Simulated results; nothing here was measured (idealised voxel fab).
process module | voxel gate over fins
cross-section cut | 270 nm wide | cells 5 nm
A cross-section is a grid of square cells, given in bands from the top down. A band is one or more rows of cells.
Each band's line starts with the height of the band's top and of its bottom, in nm. Then come its materials from left to right, each with its width in nm. One material with "throughout" fills the band from edge to edge. "air" is empty space.
Height 0 is the level under which the wafer as received is all one material. The lowest band goes on downwards, as in "0 down".
A width such as "30 to 40" changes by the same amount from each row of cells to the next, from the band's top row to its bottom row.
"no change" after a step means that no cell of the cross-section changed.
closed voids: empty space of 8 cells or more with no open way to the top, each as width x height at its distance from the left edge, in nm
after a step's settings: what the simulator itself notes on the step
overlay nm, on a step with a mask: how far to the right of its planned place the mask lay; to the left if negative
plan
1 op RECEIVE | material Si
2 op CONFORMAL_DEP | material SiN | thk nm 10
3 op MASKED_ETCH | tone cover | mask id FINS | width nm 15 | pitch nm 45 | etch materials SiN | depth nm 10 | overlay nm 0
4 op MASKED_ETCH | tone cover | mask id FINS | width nm 15 | pitch nm 45 | etch materials Si | depth nm 35 | overlay nm 0
5 op FILL_DEP | material SiO2 | thk nm 15
6 op CMP | height nm 10
7 op SELECTIVE_ETCH | etch materials SiO2 | depth nm 20
8 op STRIP | etch materials SiN
9 op CONFORMAL_DEP | material HfO2 | thk nm 5
10 op CONFORMAL_DEP | material TiN | thk nm 5
11 op FILL_DEP | material W | thk nm 10
12 op CMP | height nm 15
13 op CONFORMAL_DEP | material SiCN | thk nm 5
as received, after step 1
  0 down: Si throughout
  closed voids: none
a wafer at the end: this start, this plan, one mistake
  20 to 15: SiCN throughout
  15 to 10: TiN throughout
  10 to 5: HfO2 65 | TiN 5 | HfO2 40 | TiN 5 | HfO2 40 | TiN 5 | HfO2 40 | TiN 5 | HfO2 65
  5 to 0: SiO2 60 | HfO2 15 | SiO2 30 | HfO2 15 | SiO2 30 | HfO2 15 | SiO2 30 | HfO2 15 | SiO2 60
  0 to -35: SiO2 60 | Si 15 | SiO2 30 | Si 15 | SiO2 30 | Si 15 | SiO2 30 | Si 15 | SiO2 60
  -35 down: Si throughout
  closed voids: none
what went wrong: step 6 was left out
